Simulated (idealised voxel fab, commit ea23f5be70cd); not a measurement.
The process module that follows is named voxel air gaps.
This is section cut - it's 245 nm across, gridded in 5 nm square cells.
If you're reading a cross-section in this doc, picture square cells in a grid; it comes to you as bands, top ones listed first down to the bottom, and a band can be one or more rows of cells. The band entry comprises the height of the band's top followed by the height of its bottom, expressed in nm, and subsequently the band's materials from left to right, each stated together with its width in nm. Where a single material is marked with the word "edge to edge", that material fills the band from edge to edge. The word "blank" represents empty space. Height datum 0, below which the as-received substrate wafer is one material. Lowest band open at the bottom, running downward: "from 0 down". A width such as "30 to 40" changes by the same amount from each row of cells to the next, from the band's top row to its bottom row. It should be understood that the words "changes: none", when stated for a given step, signify that the cross-section underwent no change in any of its cells during that step. "Closed void entries": sealed empty spaces, 8 cells or more, no open way to top, listed width x height at distance, with distance from the left edge and width, height and distance in nm. Note: text after step settings on the step line = simulator remark on that step. The setting "overlay nm" may be written on the line of a step. When the step uses a mask, the value reports how far to the right of the planned place the mask lay, and a negative value reports that it lay to the left. Note on reading: below, each pair holds a cross-section from before one process step and one from after it; the one from after shows only down to the lowest band that changed. Beneath the pair, the step in between is stated along with its settings. The pairs can stem from different runs of this module on the same starting wafer. Where a pair's entry headed "Pre-step view" says so, and only there, that pair continues from the pair above it.

-- Pre-step view
	from 0 down  Si edge to edge
	Closed void entries: none

-- Post-Step Snapshot
	from 15 to 0  SiO2 edge to edge
	Below 0, the layers are the same as they were.
	Closed void entries: none
Processing between the before and after sections above: CONFORMAL_DEP, material SiO2, thk nm 15

Pre-step view: Please consult the pair immediately above; the cross-section it shows after its step is the state before this step.

-- Post-Step Snapshot
	from 20 to 15  SiN edge to edge
	Below 15, the layers are the same as they were.
	Closed void entries: none
Processing between the before and after sections above: CONFORMAL_DEP, material SiN, thk nm 5

Pre-step view: Please consult the pair immediately above; the cross-section it shows after its step is the state before this step.

-- Post-Step Snapshot
	from 50 to 20  lowk edge to edge
	Below 20, the layers are the same as they were.
	Closed void entries: none
Processing between the before and after sections above: DIRECTIONAL_DEP, material lowk, thk nm 30

Pre-step view: Please consult the pair immediately above; the cross-section it shows after its step is the state before this step.

-- Post-Step Snapshot
	from 65 to 50  aC edge to edge
	Below 50, the layers are the same as they were.
	Closed void entries: none
Processing between the before and after sections above: DIRECTIONAL_DEP, material aC, thk nm 15

Pre-step view: Please consult the pair immediately above; the cross-section it shows after its step is the state before this step.

-- Post-Step Snapshot
	from 95 to 65  55 nm resist; 25 nm blank; 30 nm resist; 25 nm blank; 30 nm resist; 25 nm blank; 55 nm resist
	Below 65, the layers are the same as they were.
	Closed void entries: none
Processing between the before and after sections above: PATTERN, tone open, mask id LINES, material resist, width nm 25, pitch nm 55, thk nm 30, overlay nm 0

Pre-step view: Please consult the pair immediately above; the cross-section it shows after its step is the state before this step.

-- Post-Step Snapshot
	from 80 to 65  55 nm resist; 25 nm blank; 30 nm resist; 25 nm blank; 30 nm resist; 25 nm blank; 55 nm resist
	from 65 to 50  55 nm aC; 25 nm blank; 30 nm aC; 25 nm blank; 30 nm aC; 25 nm blank; 55 nm aC
	Below 50, the layers are the same as they were.
	Closed void entries: none
Processing between the before and after sections above: DIRECTIONAL_ETCH, etch materials aC, depth nm 15

Pre-step view: Please consult the pair immediately above; the cross-section it shows after its step is the state before this step.

-- Post-Step Snapshot
	from 65 to 50  55 nm aC; 25 nm blank; 30 nm aC; 25 nm blank; 30 nm aC; 25 nm blank; 55 nm aC
	Below 50, the layers are the same as they were.
	Closed void entries: none
Processing between the before and after sections above: STRIP, etch materials resist

Pre-step view: Please consult the pair immediately above; the cross-section it shows after its step is the state before this step.

-- Post-Step Snapshot
	from 65 to 50  55 nm aC; 25 nm blank; 30 nm aC; 25 nm blank; 30 nm aC; 25 nm blank; 55 nm aC
	from 50 to 20  55 nm lowk; 25 nm blank; 30 nm lowk; 25 nm blank; 30 nm lowk; 25 nm blank; 55 nm lowk
	Below 20, the layers are the same as they were.
	Closed void entries: none
Processing between the before and after sections above: DIRECTIONAL_ETCH, etch materials lowk, depth nm 30

Pre-step view: Please consult the pair immediately above; the cross-section it shows after its step is the state before this step.

-- Post-Step Snapshot
	from 50 to 20  55 nm lowk; 25 nm blank; 30 nm lowk; 25 nm blank; 30 nm lowk; 25 nm blank; 55 nm lowk
	Below 20, the layers are the same as they were.
	Closed void entries: none
Processing between the before and after sections above: STRIP, etch materials aC

Pre-step view: Please consult the pair immediately above; the cross-section it shows after its step is the state before this step.

-- Post-Step Snapshot
	from 55 to 50  60 nm TiN; 15 nm blank; 40 nm TiN; 15 nm blank; 40 nm TiN; 15 nm blank; 60 nm TiN
	from 50 to 25  55 nm lowk; 5 nm TiN; 15 nm blank; 5 nm TiN; 30 nm lowk; 5 nm TiN; 15 nm blank; 5 nm TiN; 30 nm lowk; 5 nm TiN; 15 nm blank; 5 nm TiN; 55 nm lowk
	from 25 to 20  55 nm lowk; 25 nm TiN; 30 nm lowk; 25 nm TiN; 30 nm lowk; 25 nm TiN; 55 nm lowk
	Below 20, the layers are the same as they were.
	Closed void entries: none
Processing between the before and after sections above: CONFORMAL_DEP, material TiN, thk nm 5

Pre-step view: Please consult the pair immediately above; the cross-section it shows after its step is the state before this step.

-- Post-Step Snapshot
	from 65 to 55  W edge to edge
	from 55 to 50  60 nm TiN; 15 nm W; 40 nm TiN; 15 nm W; 40 nm TiN; 15 nm W; 60 nm TiN
	from 50 to 25  55 nm lowk; 5 nm TiN; 15 nm W; 5 nm TiN; 30 nm lowk; 5 nm TiN; 15 nm W; 5 nm TiN; 30 nm lowk; 5 nm TiN; 15 nm W; 5 nm TiN; 55 nm lowk
	Below 25, the layers are the same as they were.
	Closed void entries: none
Processing between the before and after sections above: FILL_DEP, material W, thk nm 10

Pre-step view: Please consult the pair immediately above; the cross-section it shows after its step is the state before this step.

-- Post-Step Snapshot
	from 50 to 25  55 nm lowk; 5 nm TiN; 15 nm W; 5 nm TiN; 30 nm lowk; 5 nm TiN; 15 nm W; 5 nm TiN; 30 nm lowk; 5 nm TiN; 15 nm W; 5 nm TiN; 55 nm lowk
	Below 25, the layers are the same as they were.
	Closed void entries: none
Processing between the before and after sections above: CMP, height nm 50

Pre-step view: Please consult the pair immediately above; the cross-section it shows after its step is the state before this step.

-- Post-Step Snapshot
	from 60 to 50  45 nm blank; 45 nm Ru; 10 nm blank; 45 nm Ru; 10 nm blank; 45 nm Ru; 45 nm blank
	Below 50, the layers are the same as they were.
	Closed void entries: none
Processing between the before and after sections above: EPI, material Ru, thk nm 10

Pre-step view: Please consult the pair immediately above; the cross-section it shows after its step is the state before this step.

-- Post-Step Snapshot
	from 60 to 50  45 nm blank; 45 nm Ru; 10 nm blank; 45 nm Ru; 10 nm blank; 45 nm Ru; 45 nm blank
	from 50 to 25  55 nm blank; 5 nm TiN; 15 nm W; 5 nm TiN; 30 nm blank; 5 nm TiN; 15 nm W; 5 nm TiN; 30 nm blank; 5 nm TiN; 15 nm W; 5 nm TiN; 55 nm blank
	from 25 to 20  55 nm blank; 25 nm TiN; 30 nm blank; 25 nm TiN; 30 nm blank; 25 nm TiN; 55 nm blank
	Below 20, the layers are the same as they were.
	Closed void entries: none
Processing between the before and after sections above: SELECTIVE_ETCH, etch materials lowk, depth nm 40

Pre-step view: Please consult the pair immediately above; the cross-section it shows after its step is the state before this step.

-- Post-Step Snapshot
	from 65 to 60  40 nm blank; 165 nm SiN; 40 nm blank
	from 60 to 50  40 nm blank; 5 nm SiN; 45 nm Ru; 10 nm SiN; 45 nm Ru; 10 nm SiN; 45 nm Ru; 5 nm SiN; 40 nm blank
	from 50 to 45  40 nm blank; 15 nm SiN; 5 nm TiN; 15 nm W; 5 nm TiN; 30 nm SiN; 5 nm TiN; 15 nm W; 5 nm TiN; 30 nm SiN; 5 nm TiN; 15 nm W; 5 nm TiN; 15 nm SiN; 40 nm blank
	from 45 to 25  50 nm blank; 5 nm SiN; 5 nm TiN; 15 nm W; 5 nm TiN; 5 nm SiN; 20 nm blank; 5 nm SiN; 5 nm TiN; 15 nm W; 5 nm TiN; 5 nm SiN; 20 nm blank; 5 nm SiN; 5 nm TiN; 15 nm W; 5 nm TiN; 5 nm SiN; 50 nm blank
	from 25 to 20  55 nm SiN; 25 nm TiN; 30 nm SiN; 25 nm TiN; 30 nm SiN; 25 nm TiN; 55 nm SiN
	Below 20, the layers are the same as they were.
	Closed void entries: 20 x 20 at 85; 20 x 20 at 140
Processing between the before and after sections above: CONFORMAL_DEP, material SiN, thk nm 5

-- Pre-step view
	from 65 to 55  W edge to edge
	from 55 to 50  60 nm TiN; 15 nm W; 40 nm TiN; 15 nm W; 40 nm TiN; 15 nm W; 60 nm TiN
	from 50 to 25  55 nm lowk; 5 nm TiN; 15 nm W; 5 nm TiN; 30 nm lowk; 5 nm TiN; 15 nm W; 5 nm TiN; 30 nm lowk; 5 nm TiN; 15 nm W; 5 nm TiN; 55 nm lowk
	from 25 to 20  55 nm lowk; 25 nm TiN; 30 nm lowk; 25 nm TiN; 30 nm lowk; 25 nm TiN; 55 nm lowk
	from 20 to 15  SiN edge to edge
	from 15 to 0  SiO2 edge to edge
	from 0 down  Si edge to edge
	Closed void entries: none

-- Post-Step Snapshot
	from 75 to 65  Ru edge to edge
	Below 65, the layers are the same as they were.
	Closed void entries: none
Processing between the before and after sections above: EPI, material Ru, thk nm 10

Pre-step view: Please consult the pair immediately above; the cross-section it shows after its step is the state before this step.

-- Post-Step Snapshot
	from 80 to 75  SiN edge to edge
	Below 75, the layers are the same as they were.
	Closed void entries: none
Processing between the before and after sections above: CONFORMAL_DEP, material SiN, thk nm 5

-- Pre-step view
	from 15 to 0  SiO2 edge to edge
	from 0 down  Si edge to edge
	Closed void entries: none

-- Post-Step Snapshot
	from 30 to 0  SiO2 edge to edge
	Below 0, the layers are the same as they were.
	Closed void entries: none
Processing between the before and after sections above: CONFORMAL_DEP, material SiO2, thk nm 15

Pre-step view: Please consult the pair immediately above; the cross-section it shows after its step is the state before this step.

-- Post-Step Snapshot
	from 35 to 30  SiN edge to edge
	Below 30, the layers are the same as they were.
	Closed void entries: none
Processing between the before and after sections above: CONFORMAL_DEP, material SiN, thk nm 5

Pre-step view: Please consult the pair immediately above; the cross-section it shows after its step is the state before this step.

-- Post-Step Snapshot
	from 65 to 35  lowk edge to edge
	Below 35, the layers are the same as they were.
	Closed void entries: none
Processing between the before and after sections above: DIRECTIONAL_DEP, material lowk, thk nm 30

Pre-step view: Please consult the pair immediately above; the cross-section it shows after its step is the state before this step.

-- Post-Step Snapshot
	from 80 to 65  aC edge to edge
	Below 65, the layers are the same as they were.
	Closed void entries: none
Processing between the before and after sections above: DIRECTIONAL_DEP, material aC, thk nm 15

Pre-step view: Please consult the pair immediately above; the cross-section it shows after its step is the state before this step.

-- Post-Step Snapshot
	from 110 to 80  55 nm resist; 25 nm blank; 30 nm resist; 25 nm blank; 30 nm resist; 25 nm blank; 55 nm resist
	Below 80, the layers are the same as they were.
	Closed void entries: none
Processing between the before and after sections above: PATTERN, tone open, mask id LINES, material resist, width nm 25, pitch nm 55, thk nm 30, overlay nm 0

Pre-step view: Please consult the pair immediately above; the cross-section it shows after its step is the state before this step.

-- Post-Step Snapshot
	from 95 to 80  55 nm resist; 25 nm blank; 30 nm resist; 25 nm blank; 30 nm resist; 25 nm blank; 55 nm resist
	from 80 to 65  55 nm aC; 25 nm blank; 30 nm aC; 25 nm blank; 30 nm aC; 25 nm blank; 55 nm aC
	Below 65, the layers are the same as they were.
	Closed void entries: none
Processing between the before and after sections above: DIRECTIONAL_ETCH, etch materials aC, depth nm 15

Pre-step view: Please consult the pair immediately above; the cross-section it shows after its step is the state before this step.

-- Post-Step Snapshot
	from 80 to 65  55 nm aC; 25 nm blank; 30 nm aC; 25 nm blank; 30 nm aC; 25 nm blank; 55 nm aC
	Below 65, the layers are the same as they were.
	Closed void entries: none
Processing between the before and after sections above: STRIP, etch materials resist

Pre-step view: Please consult the pair immediately above; the cross-section it shows after its step is the state before this step.

-- Post-Step Snapshot
	from 80 to 65  55 nm aC; 25 nm blank; 30 nm aC; 25 nm blank; 30 nm aC; 25 nm blank; 55 nm aC
	from 65 to 35  55 nm lowk; 25 nm blank; 30 nm lowk; 25 nm blank; 30 nm lowk; 25 nm blank; 55 nm lowk
	Below 35, the layers are the same as they were.
	Closed void entries: none
Processing between the before and after sections above: DIRECTIONAL_ETCH, etch materials lowk, depth nm 30

Pre-step view: Please consult the pair immediately above; the cross-section it shows after its step is the state before this step.

-- Post-Step Snapshot
	from 65 to 35  55 nm lowk; 25 nm blank; 30 nm lowk; 25 nm blank; 30 nm lowk; 25 nm blank; 55 nm lowk
	Below 35, the layers are the same as they were.
	Closed void entries: none
Processing between the before and after sections above: STRIP, etch materials aC

Pre-step view: Please consult the pair immediately above; the cross-section it shows after its step is the state before this step.

-- Post-Step Snapshot
	from 70 to 65  60 nm TiN; 15 nm blank; 40 nm TiN; 15 nm blank; 40 nm TiN; 15 nm blank; 60 nm TiN
	from 65 to 40  55 nm lowk; 5 nm TiN; 15 nm blank; 5 nm TiN; 30 nm lowk; 5 nm TiN; 15 nm blank; 5 nm TiN; 30 nm lowk; 5 nm TiN; 15 nm blank; 5 nm TiN; 55 nm lowk
	from 40 to 35  55 nm lowk; 25 nm TiN; 30 nm lowk; 25 nm TiN; 30 nm lowk; 25 nm TiN; 55 nm lowk
	Below 35, the layers are the same as they were.
	Closed void entries: none
Processing between the before and after sections above: CONFORMAL_DEP, material TiN, thk nm 5

Pre-step view: Please consult the pair immediately above; the cross-section it shows after its step is the state before this step.

-- Post-Step Snapshot
	from 80 to 70  W edge to edge
	from 70 to 65  60 nm TiN; 15 nm W; 40 nm TiN; 15 nm W; 40 nm TiN; 15 nm W; 60 nm TiN
	from 65 to 40  55 nm lowk; 5 nm TiN; 15 nm W; 5 nm TiN; 30 nm lowk; 5 nm TiN; 15 nm W; 5 nm TiN; 30 nm lowk; 5 nm TiN; 15 nm W; 5 nm TiN; 55 nm lowk
	Below 40, the layers are the same as they were.
	Closed void entries: none
Processing between the before and after sections above: FILL_DEP, material W, thk nm 10

Pre-step view: Please consult the pair immediately above; the cross-section it shows after its step is the state before this step.

-- Post-Step Snapshot
	from 50 to 40  55 nm lowk; 5 nm TiN; 15 nm W; 5 nm TiN; 30 nm lowk; 5 nm TiN; 15 nm W; 5 nm TiN; 30 nm lowk; 5 nm TiN; 15 nm W; 5 nm TiN; 55 nm lowk
	Below 40, the layers are the same as they were.
	Closed void entries: none
Processing between the before and after sections above: CMP, height nm 50

Pre-step view: Please consult the pair immediately above; the cross-section it shows after its step is the state before this step.

-- Post-Step Snapshot
	from 60 to 50  45 nm blank; 45 nm Ru; 10 nm blank; 45 nm Ru; 10 nm blank; 45 nm Ru; 45 nm blank
	Below 50, the layers are the same as they were.
	Closed void entries: none
Processing between the before and after sections above: EPI, material Ru, thk nm 10

Pre-step view: Please consult the pair immediately above; the cross-section it shows after its step is the state before this step.

-- Post-Step Snapshot
	from 60 to 50  45 nm blank; 45 nm Ru; 10 nm blank; 45 nm Ru; 10 nm blank; 45 nm Ru; 45 nm blank
	from 50 to 40  55 nm blank; 5 nm TiN; 15 nm W; 5 nm TiN; 30 nm blank; 5 nm TiN; 15 nm W; 5 nm TiN; 30 nm blank; 5 nm TiN; 15 nm W; 5 nm TiN; 55 nm blank
	from 40 to 35  55 nm blank; 25 nm TiN; 30 nm blank; 25 nm TiN; 30 nm blank; 25 nm TiN; 55 nm blank
	Below 35, the layers are the same as they were.
	Closed void entries: none
Processing between the before and after sections above: SELECTIVE_ETCH, etch materials lowk, depth nm 40

Pre-step view: Please consult the pair immediately above; the cross-section it shows after its step is the state before this step.

-- Post-Step Snapshot
	from 65 to 60  40 nm blank; 165 nm SiN; 40 nm blank
	from 60 to 50  40 nm blank; 5 nm SiN; 45 nm Ru; 10 nm SiN; 45 nm Ru; 10 nm SiN; 45 nm Ru; 5 nm SiN; 40 nm blank
	from 50 to 45  40 nm blank; 15 nm SiN; 5 nm TiN; 15 nm W; 5 nm TiN; 30 nm SiN; 5 nm TiN; 15 nm W; 5 nm TiN; 30 nm SiN; 5 nm TiN; 15 nm W; 5 nm TiN; 15 nm SiN; 40 nm blank
	from 45 to 40  50 nm blank; 5 nm SiN; 5 nm TiN; 15 nm W; 5 nm TiN; 5 nm SiN; 20 nm blank; 5 nm SiN; 5 nm TiN; 15 nm W; 5 nm TiN; 5 nm SiN; 20 nm blank; 5 nm SiN; 5 nm TiN; 15 nm W; 5 nm TiN; 5 nm SiN; 50 nm blank
	from 40 to 35  55 nm SiN; 25 nm TiN; 30 nm SiN; 25 nm TiN; 30 nm SiN; 25 nm TiN; 55 nm SiN
	Below 35, the layers are the same as they were.
	Closed void entries: none
Processing between the before and after sections above: CONFORMAL_DEP, material SiN, thk nm 5

-- Pre-step view
	from 50 to 25  55 nm lowk; 5 nm TiN; 15 nm W; 5 nm TiN; 30 nm lowk; 5 nm TiN; 15 nm W; 5 nm TiN; 30 nm lowk; 5 nm TiN; 15 nm W; 5 nm TiN; 55 nm lowk
	from 25 to 20  55 nm lowk; 25 nm TiN; 30 nm lowk; 25 nm TiN; 30 nm lowk; 25 nm TiN; 55 nm lowk
	from 20 to 15  SiN edge to edge
	from 15 to 0  SiO2 edge to edge
	from 0 down  Si edge to edge
	Closed void entries: none

-- Post-Step Snapshot
	from 50 to 25  55 nm blank; 5 nm TiN; 15 nm W; 5 nm TiN; 30 nm blank; 5 nm TiN; 15 nm W; 5 nm TiN; 30 nm blank; 5 nm TiN; 15 nm W; 5 nm TiN; 55 nm blank
	from 25 to 20  55 nm blank; 25 nm TiN; 30 nm blank; 25 nm TiN; 30 nm blank; 25 nm TiN; 55 nm blank
	Below 20, the layers are the same as they were.
	Closed void entries: none
Processing between the before and after sections above: SELECTIVE_ETCH, etch materials lowk, depth nm 40

Pre-step view: Please consult the pair immediately above; the cross-section it shows after its step is the state before this step.

-- Post-Step Snapshot
	from 60 to 50  45 nm blank; 45 nm Ru; 10 nm blank; 45 nm Ru; 10 nm blank; 45 nm Ru; 45 nm blank
	from 50 to 25  45 nm blank; 10 nm Ru; 5 nm TiN; 15 nm W; 5 nm TiN; 10 nm Ru; 10 nm blank; 10 nm Ru; 5 nm TiN; 15 nm W; 5 nm TiN; 10 nm Ru; 10 nm blank; 10 nm Ru; 5 nm TiN; 15 nm W; 5 nm TiN; 10 nm Ru; 45 nm blank
	from 25 to 20  45 nm blank; 10 nm Ru; 25 nm TiN; 10 nm Ru; 10 nm blank; 10 nm Ru; 25 nm TiN; 10 nm Ru; 10 nm blank; 10 nm Ru; 25 nm TiN; 10 nm Ru; 45 nm blank
	Below 20, the layers are the same as they were.
	Closed void entries: none
Processing between the before and after sections above: EPI, material Ru, thk nm 10

Pre-step view: Please consult the pair immediately above; the cross-section it shows after its step is the state before this step.

-- Post-Step Snapshot
	from 65 to 60  40 nm blank; 165 nm SiN; 40 nm blank
	from 60 to 50  40 nm blank; 5 nm SiN; 45 nm Ru; 10 nm SiN; 45 nm Ru; 10 nm SiN; 45 nm Ru; 5 nm SiN; 40 nm blank
	from 50 to 25  40 nm blank; 5 nm SiN; 10 nm Ru; 5 nm TiN; 15 nm W; 5 nm TiN; 10 nm Ru; 10 nm SiN; 10 nm Ru; 5 nm TiN; 15 nm W; 5 nm TiN; 10 nm Ru; 10 nm SiN; 10 nm Ru; 5 nm TiN; 15 nm W; 5 nm TiN; 10 nm Ru; 5 nm SiN; 40 nm blank
	from 25 to 20  45 nm SiN; 10 nm Ru; 25 nm TiN; 10 nm Ru; 10 nm SiN; 10 nm Ru; 25 nm TiN; 10 nm Ru; 10 nm SiN; 10 nm Ru; 25 nm TiN; 10 nm Ru; 45 nm SiN
	Below 20, the layers are the same as they were.
	Closed void entries: none
Processing between the before and after sections above: CONFORMAL_DEP, material SiN, thk nm 5

-- Pre-step view
	from 50 to 25  55 nm lowk; 5 nm TiN; 15 nm W; 5 nm TiN; 30 nm lowk; 5 nm TiN; 15 nm W; 5 nm TiN; 30 nm lowk; 5 nm TiN; 15 nm W; 5 nm TiN; 55 nm lowk
	from 25 to 20  55 nm lowk; 25 nm TiN; 30 nm lowk; 25 nm TiN; 30 nm lowk; 25 nm TiN; 55 nm lowk
	from 20 to 15  SiN edge to edge
	from 15 to 0  SiO2 edge to edge
	from 0 down  Si edge to edge
	Closed void entries: none

-- Post-Step Snapshot
	from 55 to 50  50 nm blank; 35 nm Ru; 20 nm blank; 35 nm Ru; 20 nm blank; 35 nm Ru; 50 nm blank
	Below 50, the layers are the same as they were.
	Closed void entries: none
Processing between the before and after sections above: EPI, material Ru, thk nm 5

Pre-step view: Please consult the pair immediately above; the cross-section it shows after its step is the state before this step.

-- Post-Step Snapshot
	from 55 to 50  50 nm blank; 35 nm Ru; 20 nm blank; 35 nm Ru; 20 nm blank; 35 nm Ru; 50 nm blank
	from 50 to 25  55 nm blank; 5 nm TiN; 15 nm W; 5 nm TiN; 30 nm blank; 5 nm TiN; 15 nm W; 5 nm TiN; 30 nm blank; 5 nm TiN; 15 nm W; 5 nm TiN; 55 nm blank
	from 25 to 20  55 nm blank; 25 nm TiN; 30 nm blank; 25 nm TiN; 30 nm blank; 25 nm TiN; 55 nm blank
	Below 20, the layers are the same as they were.
	Closed void entries: none
Processing between the before and after sections above: SELECTIVE_ETCH, etch materials lowk, depth nm 40

Pre-step view: Please consult the pair immediately above; the cross-section it shows after its step is the state before this step.

-- Post-Step Snapshot
	from 60 to 55  45 nm blank; 45 nm SiN; 10 nm blank; 45 nm SiN; 10 nm blank; 45 nm SiN; 45 nm blank
	from 55 to 50  45 nm blank; 5 nm SiN; 35 nm Ru; 5 nm SiN; 10 nm blank; 5 nm SiN; 35 nm Ru; 5 nm SiN; 10 nm blank; 5 nm SiN; 35 nm Ru; 5 nm SiN; 45 nm blank
	from 50 to 45  45 nm blank; 10 nm SiN; 5 nm TiN; 15 nm W; 5 nm TiN; 10 nm SiN; 10 nm blank; 10 nm SiN; 5 nm TiN; 15 nm W; 5 nm TiN; 10 nm SiN; 10 nm blank; 10 nm SiN; 5 nm TiN; 15 nm W; 5 nm TiN; 10 nm SiN; 45 nm blank
	from 45 to 25  50 nm blank; 5 nm SiN; 5 nm TiN; 15 nm W; 5 nm TiN; 5 nm SiN; 20 nm blank; 5 nm SiN; 5 nm TiN; 15 nm W; 5 nm TiN; 5 nm SiN; 20 nm blank; 5 nm SiN; 5 nm TiN; 15 nm W; 5 nm TiN; 5 nm SiN; 50 nm blank
	from 25 to 20  55 nm SiN; 25 nm TiN; 30 nm SiN; 25 nm TiN; 30 nm SiN; 25 nm TiN; 55 nm SiN
	Below 20, the layers are the same as they were.
	Closed void entries: none
Processing between the before and after sections above: CONFORMAL_DEP, material SiN, thk nm 5

-- Pre-step view
	from 65 to 50  aC edge to edge
	from 50 to 20  lowk edge to edge
	from 20 to 15  SiN edge to edge
	from 15 to 0  SiO2 edge to edge
	from 0 down  Si edge to edge
	Closed void entries: none

-- Post-Step Snapshot
	from 95 to 65  60 nm resist; 15 nm blank; 40 nm resist; 15 nm blank; 40 nm resist; 15 nm blank; 60 nm resist
	Below 65, the layers are the same as they were.
	Closed void entries: none
Processing between the before and after sections above: PATTERN, tone open, mask id LINES, material resist, width nm 15, pitch nm 55, thk nm 30, overlay nm 0

Pre-step view: Please consult the pair immediately above; the cross-section it shows after its step is the state before this step.

-- Post-Step Snapshot
	from 80 to 65  60 nm resist; 15 nm blank; 40 nm resist; 15 nm blank; 40 nm resist; 15 nm blank; 60 nm resist
	from 65 to 50  60 nm aC; 15 nm blank; 40 nm aC; 15 nm blank; 40 nm aC; 15 nm blank; 60 nm aC
	Below 50, the layers are the same as they were.
	Closed void entries: none
Processing between the before and after sections above: DIRECTIONAL_ETCH, etch materials aC, depth nm 15

Pre-step view: Please consult the pair immediately above; the cross-section it shows after its step is the state before this step.

-- Post-Step Snapshot
	from 65 to 50  60 nm aC; 15 nm blank; 40 nm aC; 15 nm blank; 40 nm aC; 15 nm blank; 60 nm aC
	Below 50, the layers are the same as they were.
	Closed void entries: none
Processing between the before and after sections above: STRIP, etch materials resist

Pre-step view: Please consult the pair immediately above; the cross-section it shows after its step is the state before this step.

-- Post-Step Snapshot
	from 65 to 50  60 nm aC; 15 nm blank; 40 nm aC; 15 nm blank; 40 nm aC; 15 nm blank; 60 nm aC
	from 50 to 20  60 nm lowk; 15 nm blank; 40 nm lowk; 15 nm blank; 40 nm lowk; 15 nm blank; 60 nm lowk
	Below 20, the layers are the same as they were.
	Closed void entries: none
Processing between the before and after sections above: DIRECTIONAL_ETCH, etch materials lowk, depth nm 30

Pre-step view: Please consult the pair immediately above; the cross-section it shows after its step is the state before this step.

-- Post-Step Snapshot
	from 50 to 20  60 nm lowk; 15 nm blank; 40 nm lowk; 15 nm blank; 40 nm lowk; 15 nm blank; 60 nm lowk
	Below 20, the layers are the same as they were.
	Closed void entries: none
Processing between the before and after sections above: STRIP, etch materials aC

Pre-step view: Please consult the pair immediately above; the cross-section it shows after its step is the state before this step.

-- Post-Step Snapshot
	from 55 to 50  65 nm TiN; 5 nm blank; 50 nm TiN; 5 nm blank; 50 nm TiN; 5 nm blank; 65 nm TiN
	from 50 to 25  60 nm lowk; 5 nm TiN; 5 nm blank; 5 nm TiN; 40 nm lowk; 5 nm TiN; 5 nm blank; 5 nm TiN; 40 nm lowk; 5 nm TiN; 5 nm blank; 5 nm TiN; 60 nm lowk
	from 25 to 20  60 nm lowk; 15 nm TiN; 40 nm lowk; 15 nm TiN; 40 nm lowk; 15 nm TiN; 60 nm lowk
	Below 20, the layers are the same as they were.
	Closed void entries: none
Processing between the before and after sections above: CONFORMAL_DEP, material TiN, thk nm 5

Pre-step view: Please consult the pair immediately above; the cross-section it shows after its step is the state before this step.

-- Post-Step Snapshot
	from 65 to 55  W edge to edge
	from 55 to 50  65 nm TiN; 5 nm W; 50 nm TiN; 5 nm W; 50 nm TiN; 5 nm W; 65 nm TiN
	from 50 to 25  60 nm lowk; 5 nm TiN; 5 nm W; 5 nm TiN; 40 nm lowk; 5 nm TiN; 5 nm W; 5 nm TiN; 40 nm lowk; 5 nm TiN; 5 nm W; 5 nm TiN; 60 nm lowk
	Below 25, the layers are the same as they were.
	Closed void entries: none
Processing between the before and after sections above: FILL_DEP, material W, thk nm 10

Pre-step view: Please consult the pair immediately above; the cross-section it shows after its step is the state before this step.

-- Post-Step Snapshot
	from 50 to 25  60 nm lowk; 5 nm TiN; 5 nm W; 5 nm TiN; 40 nm lowk; 5 nm TiN; 5 nm W; 5 nm TiN; 40 nm lowk; 5 nm TiN; 5 nm W; 5 nm TiN; 60 nm lowk
	Below 25, the layers are the same as they were.
	Closed void entries: none
Processing between the before and after sections above: CMP, height nm 50

Pre-step view: Please consult the pair immediately above; the cross-section it shows after its step is the state before this step.

-- Post-Step Snapshot
	from 60 to 50  50 nm blank; 35 nm Ru; 20 nm blank; 35 nm Ru; 20 nm blank; 35 nm Ru; 50 nm blank
	Below 50, the layers are the same as they were.
	Closed void entries: none
Processing between the before and after sections above: EPI, material Ru, thk nm 10

Pre-step view: Please consult the pair immediately above; the cross-section it shows after its step is the state before this step.

-- Post-Step Snapshot
	from 60 to 50  50 nm blank; 35 nm Ru; 20 nm blank; 35 nm Ru; 20 nm blank; 35 nm Ru; 50 nm blank
	from 50 to 25  60 nm blank; 5 nm TiN; 5 nm W; 5 nm TiN; 40 nm blank; 5 nm TiN; 5 nm W; 5 nm TiN; 40 nm blank; 5 nm TiN; 5 nm W; 5 nm TiN; 60 nm blank
	from 25 to 20  60 nm blank; 15 nm TiN; 40 nm blank; 15 nm TiN; 40 nm blank; 15 nm TiN; 60 nm blank
	Below 20, the layers are the same as they were.
	Closed void entries: none
Processing between the before and after sections above: SELECTIVE_ETCH, etch materials lowk, depth nm 40

Pre-step view: Please consult the pair immediately above; the cross-section it shows after its step is the state before this step.

-- Post-Step Snapshot
	from 65 to 60  45 nm blank; 45 nm SiN; 10 nm blank; 45 nm SiN; 10 nm blank; 45 nm SiN; 45 nm blank
	from 60 to 50  45 nm blank; 5 nm SiN; 35 nm Ru; 5 nm SiN; 10 nm blank; 5 nm SiN; 35 nm Ru; 5 nm SiN; 10 nm blank; 5 nm SiN; 35 nm Ru; 5 nm SiN; 45 nm blank
	from 50 to 45  45 nm blank; 15 nm SiN; 5 nm TiN; 5 nm W; 5 nm TiN; 15 nm SiN; 10 nm blank; 15 nm SiN; 5 nm TiN; 5 nm W; 5 nm TiN; 15 nm SiN; 10 nm blank; 15 nm SiN; 5 nm TiN; 5 nm W; 5 nm TiN; 15 nm SiN; 45 nm blank
	from 45 to 25  55 nm blank; 5 nm SiN; 5 nm TiN; 5 nm W; 5 nm TiN; 5 nm SiN; 30 nm blank; 5 nm SiN; 5 nm TiN; 5 nm W; 5 nm TiN; 5 nm SiN; 30 nm blank; 5 nm SiN; 5 nm TiN; 5 nm W; 5 nm TiN; 5 nm SiN; 55 nm blank
	from 25 to 20  60 nm SiN; 15 nm TiN; 40 nm SiN; 15 nm TiN; 40 nm SiN; 15 nm TiN; 60 nm SiN
	Below 20, the layers are the same as they were.
	Closed void entries: none
Processing between the before and after sections above: CONFORMAL_DEP, material SiN, thk nm 5

-- Pre-step view
	from 65 to 50  aC edge to edge
	from 50 to 20  lowk edge to edge
	from 20 to 15  SiN edge to edge
	from 15 to 0  SiO2 edge to edge
	from 0 down  Si edge to edge
	Closed void entries: none

-- Post-Step Snapshot
	from 95 to 65  50 nm resist; 25 nm blank; 30 nm resist; 25 nm blank; 30 nm resist; 25 nm blank; 60 nm resist
	Below 65, the layers are the same as they were.
	Closed void entries: none
Processing between the before and after sections above: PATTERN, tone open, mask id LINES, material resist, width nm 25, pitch nm 55, thk nm 30, overlay nm -5

Pre-step view: Please consult the pair immediately above; the cross-section it shows after its step is the state before this step.

-- Post-Step Snapshot
	from 80 to 65  50 nm resist; 25 nm blank; 30 nm resist; 25 nm blank; 30 nm resist; 25 nm blank; 60 nm resist
	from 65 to 50  50 nm aC; 25 nm blank; 30 nm aC; 25 nm blank; 30 nm aC; 25 nm blank; 60 nm aC
	Below 50, the layers are the same as they were.
	Closed void entries: none
Processing between the before and after sections above: DIRECTIONAL_ETCH, etch materials aC, depth nm 15
